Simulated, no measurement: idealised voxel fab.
process module | voxel wiring stack
cross-section cut | 280 nm wide | cells 5 nm
A cross-section is a grid of square cells, given in bands from the top down. A band is one or more rows of cells.
Each band's line starts with the height of the band's top and of its bottom, in nm. Then come its materials from left to right, each with its width in nm. One material with "throughout" fills the band from edge to edge. "air" is empty space.
Height 0 is the level under which the wafer as received is all one material. The lowest band goes on downwards, as in "0 down".
A width such as "30 to 40" changes by the same amount from each row of cells to the next, from the band's top row to its bottom row.
"no change" after a step means that no cell of the cross-section changed.
closed voids: empty space of 8 cells or more with no open way to the top, each as width x height at its distance from the left edge, in nm
after a step's settings: what the simulator itself notes on the step
overlay nm, on a step with a mask: how far to the right of its planned place the mask lay; to the left if negative
plan
1 op RECEIVE | material Si
2 op CONFORMAL_DEP | material SiO2 | thk nm 10
3 op CONFORMAL_DEP | material SiN | thk nm 5
4 op DIRECTIONAL_DEP | material SiO2 | thk nm 20
5 op MASKED_ETCH | tone open | mask id METAL_1 | width nm 20 | pitch nm 40 | etch materials SiO2 | depth nm 20 | overlay nm 0
6 op MASKED_ETCH | tone open | mask id METAL_1 | width nm 20 | pitch nm 40 | etch materials SiN | depth nm 5 | overlay nm 0
7 op CONFORMAL_DEP | material TiN | thk nm 5
8 op FILL_DEP | material Ru | thk nm 10
9 op CMP | height nm 35
10 op CONFORMAL_DEP | material SiCN | thk nm 5
11 op DIRECTIONAL_DEP | material SiO2 | thk nm 15
12 op MASKED_ETCH | tone open | mask id PLUG_1 | width nm 15 | pitch nm 80 | etch materials SiO2 | depth nm 15 | overlay nm 0
13 op MASKED_ETCH | tone open | mask id PLUG_1 | width nm 15 | pitch nm 80 | etch materials SiCN | depth nm 5 | overlay nm 0
14 op CONFORMAL_DEP | material TiN | thk nm 5
15 op FILL_DEP | material W | thk nm 5
16 op CMP | height nm 55
17 op CONFORMAL_DEP | material SiN | thk nm 5
18 op DIRECTIONAL_DEP | material lowk | thk nm 20
19 op MASKED_ETCH | tone open | mask id METAL_2 | width nm 20 | pitch nm 40 | etch materials lowk | depth nm 20 | overlay nm 0
20 op MASKED_ETCH | tone open | mask id METAL_2 | width nm 20 | pitch nm 40 | etch materials SiN | depth nm 5 | overlay nm 0
21 op CONFORMAL_DEP | material TiN | thk nm 5
22 op FILL_DEP | material Cu | thk nm 5
23 op CMP | height nm 80
24 op CONFORMAL_DEP | material SiCN | thk nm 5
25 op DIRECTIONAL_DEP | material lowk | thk nm 35
26 op MASKED_ETCH | tone open | mask id METAL_3 | width nm 20 | pitch nm 40 | etch materials lowk | depth nm 20 | overlay nm 0
27 op DIRECTIONAL_DEP | material aC | thk nm 10
28 op PATTERN | tone open | mask id METAL_3_HOLES | material resist | width nm 15 | pitch nm 80 | thk nm 25 | overlay nm 0
29 op DIRECTIONAL_ETCH | etch materials aC | depth nm 10
30 op STRIP | etch materials resist
31 op DIRECTIONAL_ETCH | etch materials lowk | depth nm 15
32 op DIRECTIONAL_ETCH | etch materials SiCN | depth nm 5
33 op STRIP | etch materials aC
34 op CONFORMAL_DEP | material TiN | thk nm 5
35 op FILL_DEP | material Cu | thk nm 10
36 op CMP | height nm 120
37 op CONFORMAL_DEP | material SiN | thk nm 5
first wafer, as planned
as received, after step 1
  0 down: Si throughout
  closed voids: none
after step 2
  10 to 0: SiO2 throughout
  below 0: unchanged
after step 3
  15 to 10: SiN throughout
  below 10: unchanged
after step 4
  35 to 15: SiO2 throughout
  below 15: unchanged
after step 5
  35 to 15: SiO2 90 | air 20 | SiO2 20 | air 20 | SiO2 20 | air 20 | SiO2 90
  below 15: unchanged
after step 6
  35 to 15: SiO2 90 | air 20 | SiO2 20 | air 20 | SiO2 20 | air 20 | SiO2 90
  15 to 10: SiN 90 | air 20 | SiN 20 | air 20 | SiN 20 | air 20 | SiN 90
  below 10: unchanged
after step 7
  40 to 35: TiN 95 | air 10 | TiN 30 | air 10 | TiN 30 | air 10 | TiN 95
  35 to 15: SiO2 90 | TiN 5 | air 10 | TiN 5 | SiO2 20 | TiN 5 | air 10 | TiN 5 | SiO2 20 | TiN 5 | air 10 | TiN 5 | SiO2 90
  15 to 10: SiN 90 | TiN 20 | SiN 20 | TiN 20 | SiN 20 | TiN 20 | SiN 90
  below 10: unchanged
after step 8
  50 to 40: Ru throughout
  40 to 35: TiN 95 | Ru 10 | TiN 30 | Ru 10 | TiN 30 | Ru 10 | TiN 95
  35 to 15: SiO2 90 | TiN 5 | Ru 10 | TiN 5 | SiO2 20 | TiN 5 | Ru 10 | TiN 5 | SiO2 20 | TiN 5 | Ru 10 | TiN 5 | SiO2 90
  below 15: unchanged
after step 9
  35 to 15: SiO2 90 | TiN 5 | Ru 10 | TiN 5 | SiO2 20 | TiN 5 | Ru 10 | TiN 5 | SiO2 20 | TiN 5 | Ru 10 | TiN 5 | SiO2 90
  below 15: unchanged
after step 10
  40 to 35: SiCN throughout
  below 35: unchanged
after step 11
  55 to 40: SiO2 throughout
  below 40: unchanged
after step 12
  55 to 40: SiO2 90 | air 15 | SiO2 65 | air 15 | SiO2 95
  below 40: unchanged
after step 13
  55 to 40: SiO2 90 | air 15 | SiO2 65 | air 15 | SiO2 95
  40 to 35: SiCN 90 | air 15 | SiCN 65 | air 15 | SiCN 95
  below 35: unchanged
after step 14
  60 to 55: TiN 95 | air 5 | TiN 75 | air 5 | TiN 100
  55 to 40: SiO2 90 | TiN 5 | air 5 | TiN 5 | SiO2 65 | TiN 5 | air 5 | TiN 5 | SiO2 95
  40 to 35: SiCN 90 | TiN 15 | SiCN 65 | TiN 15 | SiCN 95
  below 35: unchanged
after step 15
  65 to 60: W throughout
  60 to 55: TiN 95 | W 5 | TiN 75 | W 5 | TiN 100
  55 to 40: SiO2 90 | TiN 5 | W 5 | TiN 5 | SiO2 65 | TiN 5 | W 5 | TiN 5 | SiO2 95
  below 40: unchanged
after step 16
  55 to 40: SiO2 90 | TiN 5 | W 5 | TiN 5 | SiO2 65 | TiN 5 | W 5 | TiN 5 | SiO2 95
  below 40: unchanged
after step 17
  60 to 55: SiN throughout
  below 55: unchanged
after step 18
  80 to 60: lowk throughout
  below 60: unchanged
after step 19
  80 to 60: lowk 90 | air 20 | lowk 20 | air 20 | lowk 20 | air 20 | lowk 90
  below 60: unchanged
after step 20
  80 to 60: lowk 90 | air 20 | lowk 20 | air 20 | lowk 20 | air 20 | lowk 90
  60 to 55: SiN 90 | air 20 | SiN 20 | air 20 | SiN 20 | air 20 | SiN 90
  below 55: unchanged
after step 21
  85 to 80: TiN 95 | air 10 | TiN 30 | air 10 | TiN 30 | air 10 | TiN 95
  80 to 60: lowk 90 | TiN 5 | air 10 | TiN 5 | lowk 20 | TiN 5 | air 10 | TiN 5 | lowk 20 | TiN 5 | air 10 | TiN 5 | lowk 90
  60 to 55: SiN 90 | TiN 20 | SiN 20 | TiN 20 | SiN 20 | TiN 20 | SiN 90
  below 55: unchanged
after step 22
  90 to 85: Cu throughout
  85 to 80: TiN 95 | Cu 10 | TiN 30 | Cu 10 | TiN 30 | Cu 10 | TiN 95
  80 to 60: lowk 90 | TiN 5 | Cu 10 | TiN 5 | lowk 20 | TiN 5 | Cu 10 | TiN 5 | lowk 20 | TiN 5 | Cu 10 | TiN 5 | lowk 90
  below 60: unchanged
after step 23
  80 to 60: lowk 90 | TiN 5 | Cu 10 | TiN 5 | lowk 20 | TiN 5 | Cu 10 | TiN 5 | lowk 20 | TiN 5 | Cu 10 | TiN 5 | lowk 90
  below 60: unchanged
after step 24
  85 to 80: SiCN throughout
  below 80: unchanged
after step 25
  120 to 85: lowk throughout
  below 85: unchanged
after step 26
  120 to 100: lowk 90 | air 20 | lowk 20 | air 20 | lowk 20 | air 20 | lowk 90
  below 100: unchanged
after step 27
  130 to 120: aC 90 | air 20 | aC 20 | air 20 | aC 20 | air 20 | aC 90
  120 to 110: lowk 90 | air 20 | lowk 20 | air 20 | lowk 20 | air 20 | lowk 90
  110 to 100: lowk 90 | aC 20 | lowk 20 | aC 20 | lowk 20 | aC 20 | lowk 90
  below 100: unchanged
after step 28
  155 to 130: resist 90 | air 15 | resist 65 | air 15 | resist 95
  130 to 120: aC 90 | air 15 | resist 5 | aC 20 | resist 20 | aC 20 | air 15 | resist 5 | aC 90
  120 to 110: lowk 90 | air 15 | resist 5 | lowk 20 | resist 20 | lowk 20 | air 15 | resist 5 | lowk 90
  below 110: unchanged
after step 29
  145 to 130: resist 90 | air 15 | resist 65 | air 15 | resist 95
  130 to 120: aC 90 | air 15 | resist 5 | aC 20 | resist 20 | aC 20 | air 15 | resist 5 | aC 90
  120 to 110: lowk 90 | air 15 | resist 5 | lowk 20 | resist 20 | lowk 20 | air 15 | resist 5 | lowk 90
  110 to 100: lowk 90 | air 15 | aC 5 | lowk 20 | aC 20 | lowk 20 | air 15 | aC 5 | lowk 90
  below 100: unchanged
after step 30
  130 to 120: aC 90 | air 20 | aC 20 | air 20 | aC 20 | air 20 | aC 90
  120 to 110: lowk 90 | air 20 | lowk 20 | air 20 | lowk 20 | air 20 | lowk 90
  below 110: unchanged
after step 31
  130 to 120: aC 90 | air 20 | aC 20 | air 20 | aC 20 | air 20 | aC 90
  120 to 110: lowk 90 | air 20 | lowk 20 | air 20 | lowk 20 | air 20 | lowk 90
  110 to 100: lowk 90 | air 15 | aC 5 | lowk 20 | aC 20 | lowk 20 | air 15 | aC 5 | lowk 90
  100 to 85: lowk 90 | air 15 | lowk 65 | air 15 | lowk 95
  below 85: unchanged
after step 32
  130 to 120: aC 90 | air 20 | aC 20 | air 20 | aC 20 | air 20 | aC 90
  120 to 110: lowk 90 | air 20 | lowk 20 | air 20 | lowk 20 | air 20 | lowk 90
  110 to 100: lowk 90 | air 15 | aC 5 | lowk 20 | aC 20 | lowk 20 | air 15 | aC 5 | lowk 90
  100 to 85: lowk 90 | air 15 | lowk 65 | air 15 | lowk 95
  85 to 80: SiCN 90 | air 15 | SiCN 65 | air 15 | SiCN 95
  below 80: unchanged
after step 33
  120 to 100: lowk 90 | air 20 | lowk 20 | air 20 | lowk 20 | air 20 | lowk 90
  below 100: unchanged
after step 34
  125 to 120: TiN 95 | air 10 | TiN 30 | air 10 | TiN 30 | air 10 | TiN 95
  120 to 105: lowk 90 | TiN 5 | air 10 | TiN 5 | lowk 20 | TiN 5 | air 10 | TiN 5 | lowk 20 | TiN 5 | air 10 | TiN 5 | lowk 90
  105 to 100: lowk 90 | TiN 5 | air 5 | TiN 10 | lowk 20 | TiN 20 | lowk 20 | TiN 5 | air 5 | TiN 10 | lowk 90
  100 to 85: lowk 90 | TiN 5 | air 5 | TiN 5 | lowk 65 | TiN 5 | air 5 | TiN 5 | lowk 95
  85 to 80: SiCN 90 | TiN 15 | SiCN 65 | TiN 15 | SiCN 95
  below 80: unchanged
after step 35
  135 to 125: Cu throughout
  125 to 120: TiN 95 | Cu 10 | TiN 30 | Cu 10 | TiN 30 | Cu 10 | TiN 95
  120 to 105: lowk 90 | TiN 5 | Cu 10 | TiN 5 | lowk 20 | TiN 5 | Cu 10 | TiN 5 | lowk 20 | TiN 5 | Cu 10 | TiN 5 | lowk 90
  105 to 100: lowk 90 | TiN 5 | Cu 5 | TiN 10 | lowk 20 | TiN 20 | lowk 20 | TiN 5 | Cu 5 | TiN 10 | lowk 90
  100 to 85: lowk 90 | TiN 5 | Cu 5 | TiN 5 | lowk 65 | TiN 5 | Cu 5 | TiN 5 | lowk 95
  below 85: unchanged
after step 36
  120 to 105: lowk 90 | TiN 5 | Cu 10 | TiN 5 | lowk 20 | TiN 5 | Cu 10 | TiN 5 | lowk 20 | TiN 5 | Cu 10 | TiN 5 | lowk 90
  below 105: unchanged
after step 37
  125 to 120: SiN throughout
  below 120: unchanged
second wafer: like start, like plan, one mistake. Through step 11 it matches the first wafer
when step 12 should have ended
  55 to 40: SiO2 90 | air 20 | SiO2 60 | air 20 | SiO2 90
  below 40: unchanged
when step 13 should have ended
  55 to 40: SiO2 90 | air 20 | SiO2 60 | air 20 | SiO2 90
  40 to 35: SiCN 90 | air 15 | SiCN 65 | air 15 | SiCN 95
  below 35: unchanged
when step 14 should have ended
  60 to 55: TiN 95 | air 10 | TiN 70 | air 10 | TiN 95
  55 to 45: SiO2 90 | TiN 5 | air 10 | TiN 5 | SiO2 60 | TiN 5 | air 10 | TiN 5 | SiO2 90
  45 to 40: SiO2 90 | TiN 5 | air 5 | TiN 10 | SiO2 60 | TiN 5 | air 5 | TiN 10 | SiO2 90
  40 to 35: SiCN 90 | TiN 15 | SiCN 65 | TiN 15 | SiCN 95
  below 35: unchanged
when step 15 should have ended
  65 to 60: W throughout
  60 to 55: TiN 95 | W 10 | TiN 70 | W 10 | TiN 95
  55 to 45: SiO2 90 | TiN 5 | W 10 | TiN 5 | SiO2 60 | TiN 5 | W 10 | TiN 5 | SiO2 90
  45 to 40: SiO2 90 | TiN 5 | W 5 | TiN 10 | SiO2 60 | TiN 5 | W 5 | TiN 10 | SiO2 90
  below 40: unchanged
when step 16 should have ended
  55 to 45: SiO2 90 | TiN 5 | W 10 | TiN 5 | SiO2 60 | TiN 5 | W 10 | TiN 5 | SiO2 90
  below 45: unchanged
when step 17 should have ended
  60 to 55: SiN throughout
  below 55: unchanged
when step 18 should have ended
  80 to 60: lowk throughout
  below 60: unchanged
when step 19 should have ended
  80 to 60: lowk 90 | air 20 | lowk 20 | air 20 | lowk 20 | air 20 | lowk 90
  below 60: unchanged
when step 20 should have ended
  80 to 60: lowk 90 | air 20 | lowk 20 | air 20 | lowk 20 | air 20 | lowk 90
  60 to 55: SiN 90 | air 20 | SiN 20 | air 20 | SiN 20 | air 20 | SiN 90
  below 55: unchanged
when step 21 should have ended
  85 to 80: TiN 95 | air 10 | TiN 30 | air 10 | TiN 30 | air 10 | TiN 95
  80 to 60: lowk 90 | TiN 5 | air 10 | TiN 5 | lowk 20 | TiN 5 | air 10 | TiN 5 | lowk 20 | TiN 5 | air 10 | TiN 5 | lowk 90
  60 to 55: SiN 90 | TiN 20 | SiN 20 | TiN 20 | SiN 20 | TiN 20 | SiN 90
  below 55: unchanged
when step 22 should have ended
  90 to 85: Cu throughout
  85 to 80: TiN 95 | Cu 10 | TiN 30 | Cu 10 | TiN 30 | Cu 10 | TiN 95
  80 to 60: lowk 90 | TiN 5 | Cu 10 | TiN 5 | lowk 20 | TiN 5 | Cu 10 | TiN 5 | lowk 20 | TiN 5 | Cu 10 | TiN 5 | lowk 90
  below 60: unchanged
when step 23 should have ended
  80 to 60: lowk 90 | TiN 5 | Cu 10 | TiN 5 | lowk 20 | TiN 5 | Cu 10 | TiN 5 | lowk 20 | TiN 5 | Cu 10 | TiN 5 | lowk 90
  below 60: unchanged
when step 24 should have ended
  85 to 80: SiCN throughout
  below 80: unchanged
when step 25 should have ended
  120 to 85: lowk throughout
  below 85: unchanged
when step 26 should have ended
  120 to 100: lowk 90 | air 20 | lowk 20 | air 20 | lowk 20 | air 20 | lowk 90
  below 100: unchanged
when step 27 should have ended
  130 to 120: aC 90 | air 20 | aC 20 | air 20 | aC 20 | air 20 | aC 90
  120 to 110: lowk 90 | air 20 | lowk 20 | air 20 | lowk 20 | air 20 | lowk 90
  110 to 100: lowk 90 | aC 20 | lowk 20 | aC 20 | lowk 20 | aC 20 | lowk 90
  below 100: unchanged
when step 28 should have ended
  155 to 130: resist 90 | air 15 | resist 65 | air 15 | resist 95
  130 to 120: aC 90 | air 15 | resist 5 | aC 20 | resist 20 | aC 20 | air 15 | resist 5 | aC 90
  120 to 110: lowk 90 | air 15 | resist 5 | lowk 20 | resist 20 | lowk 20 | air 15 | resist 5 | lowk 90
  below 110: unchanged
when step 29 should have ended
  145 to 130: resist 90 | air 15 | resist 65 | air 15 | resist 95
  130 to 120: aC 90 | air 15 | resist 5 | aC 20 | resist 20 | aC 20 | air 15 | resist 5 | aC 90
  120 to 110: lowk 90 | air 15 | resist 5 | lowk 20 | resist 20 | lowk 20 | air 15 | resist 5 | lowk 90
  110 to 100: lowk 90 | air 15 | aC 5 | lowk 20 | aC 20 | lowk 20 | air 15 | aC 5 | lowk 90
  below 100: unchanged
when step 30 should have ended
  130 to 120: aC 90 | air 20 | aC 20 | air 20 | aC 20 | air 20 | aC 90
  120 to 110: lowk 90 | air 20 | lowk 20 | air 20 | lowk 20 | air 20 | lowk 90
  below 110: unchanged
when step 31 should have ended
  130 to 120: aC 90 | air 20 | aC 20 | air 20 | aC 20 | air 20 | aC 90
  120 to 110: lowk 90 | air 20 | lowk 20 | air 20 | lowk 20 | air 20 | lowk 90
  110 to 100: lowk 90 | air 15 | aC 5 | lowk 20 | aC 20 | lowk 20 | air 15 | aC 5 | lowk 90
  100 to 85: lowk 90 | air 15 | lowk 65 | air 15 | lowk 95
  below 85: unchanged
when step 32 should have ended
  130 to 120: aC 90 | air 20 | aC 20 | air 20 | aC 20 | air 20 | aC 90
  120 to 110: lowk 90 | air 20 | lowk 20 | air 20 | lowk 20 | air 20 | lowk 90
  110 to 100: lowk 90 | air 15 | aC 5 | lowk 20 | aC 20 | lowk 20 | air 15 | aC 5 | lowk 90
  100 to 85: lowk 90 | air 15 | lowk 65 | air 15 | lowk 95
  85 to 80: SiCN 90 | air 15 | SiCN 65 | air 15 | SiCN 95
  below 80: unchanged
when step 33 should have ended
  120 to 100: lowk 90 | air 20 | lowk 20 | air 20 | lowk 20 | air 20 | lowk 90
  below 100: unchanged
when step 34 should have ended
  125 to 120: TiN 95 | air 10 | TiN 30 | air 10 | TiN 30 | air 10 | TiN 95
  120 to 105: lowk 90 | TiN 5 | air 10 | TiN 5 | lowk 20 | TiN 5 | air 10 | TiN 5 | lowk 20 | TiN 5 | air 10 | TiN 5 | lowk 90
  105 to 100: lowk 90 | TiN 5 | air 5 | TiN 10 | lowk 20 | TiN 20 | lowk 20 | TiN 5 | air 5 | TiN 10 | lowk 90
  100 to 85: lowk 90 | TiN 5 | air 5 | TiN 5 | lowk 65 | TiN 5 | air 5 | TiN 5 | lowk 95
  85 to 80: SiCN 90 | TiN 15 | SiCN 65 | TiN 15 | SiCN 95
  below 80: unchanged
when step 35 should have ended
  135 to 125: Cu throughout
  125 to 120: TiN 95 | Cu 10 | TiN 30 | Cu 10 | TiN 30 | Cu 10 | TiN 95
  120 to 105: lowk 90 | TiN 5 | Cu 10 | TiN 5 | lowk 20 | TiN 5 | Cu 10 | TiN 5 | lowk 20 | TiN 5 | Cu 10 | TiN 5 | lowk 90
  105 to 100: lowk 90 | TiN 5 | Cu 5 | TiN 10 | lowk 20 | TiN 20 | lowk 20 | TiN 5 | Cu 5 | TiN 10 | lowk 90
  100 to 85: lowk 90 | TiN 5 | Cu 5 | TiN 5 | lowk 65 | TiN 5 | Cu 5 | TiN 5 | lowk 95
  below 85: unchanged
when step 36 should have ended
  120 to 105: lowk 90 | TiN 5 | Cu 10 | TiN 5 | lowk 20 | TiN 5 | Cu 10 | TiN 5 | lowk 20 | TiN 5 | Cu 10 | TiN 5 | lowk 90
  below 105: unchanged
when step 37 should have ended
  125 to 120: SiN throughout
  below 120: unchanged
what went wrong: step 12 ran as: op MASKED_ETCH | tone open | mask id PLUG_1 | width nm 20 | pitch nm 80 | etch materials SiO2 | depth nm 15 | overlay nm 0
at the end the second wafer has, in cells: 6 fewer of SiO2 | 2 more of TiN | 4 more of W
